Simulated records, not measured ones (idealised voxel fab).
process module | voxel fin reveal
cross-section cut | 215 nm wide | cells 5 nm
A cross-section is a grid of square cells, given in bands from the top down. A band is one or more rows of cells.
Each band's line starts with the height of the band's top and of its bottom, in nm. Then come its materials from left to right, each with its width in nm. One material with "throughout" fills the band from edge to edge. "air" is empty space.
Height 0 is the level under which the wafer as received is all one material. The lowest band goes on downwards, as in "0 down".
A width such as "30 to 40" changes by the same amount from each row of cells to the next, from the band's top row to its bottom row.
"no change" after a step means that no cell of the cross-section changed.
closed voids: empty space of 8 cells or more with no open way to the top, each as width x height at its distance from the left edge, in nm
after a step's settings: what the simulator itself notes on the step
overlay nm, on a step with a mask: how far to the right of its planned place the mask lay; to the left if negative
plan
1 op RECEIVE | material Si
2 op CONFORMAL_DEP | material SiN | thk nm 5
3 op DIRECTIONAL_DEP | material aC | thk nm 15
4 op PATTERN | tone cover | mask id FINS | material resist | width nm 15 | pitch nm 40 | thk nm 35 | overlay nm 0
5 op DIRECTIONAL_ETCH | etch materials aC | depth nm 15
6 op STRIP | etch materials resist
7 op DIRECTIONAL_ETCH | etch materials SiN | depth nm 5
8 op DIRECTIONAL_ETCH | etch materials Si | depth nm 40
9 op STRIP | etch materials aC
10 op OXIDIZE | depth nm 5
11 op FILL_DEP | material SiO2 | thk nm 10
12 op CMP | height nm 5
13 op SELECTIVE_ETCH | etch materials SiO2 | depth nm 15
14 op STRIP | etch materials SiN
15 op CONFORMAL_DEP | material HfO2 | thk nm 5
as received, after step 1
  0 down: Si throughout
  closed voids: none
a wafer at the end: this start, this plan, one mistake
  5 to 0: air 55 | HfO2 15 | air 25 | HfO2 15 | air 25 | HfO2 15 | air 65
  0 to -5: air 55 | HfO2 5 | Si 5 | HfO2 5 | air 25 | HfO2 5 | Si 5 | HfO2 5 | air 25 | HfO2 5 | Si 5 | HfO2 5 | air 65
  -5 to -10: HfO2 60 | Si 5 | HfO2 35 | Si 5 | HfO2 35 | Si 5 | HfO2 70
  -10 to -45: SiO2 60 | Si 5 | SiO2 35 | Si 5 | SiO2 35 | Si 5 | SiO2 70
  -45 down: Si throughout
  closed voids: none
what went wrong: step 4 ran as: op PATTERN | tone cover | mask id FINS | material resist | width nm 15 | pitch nm 40 | thk nm 35 | overlay nm -5
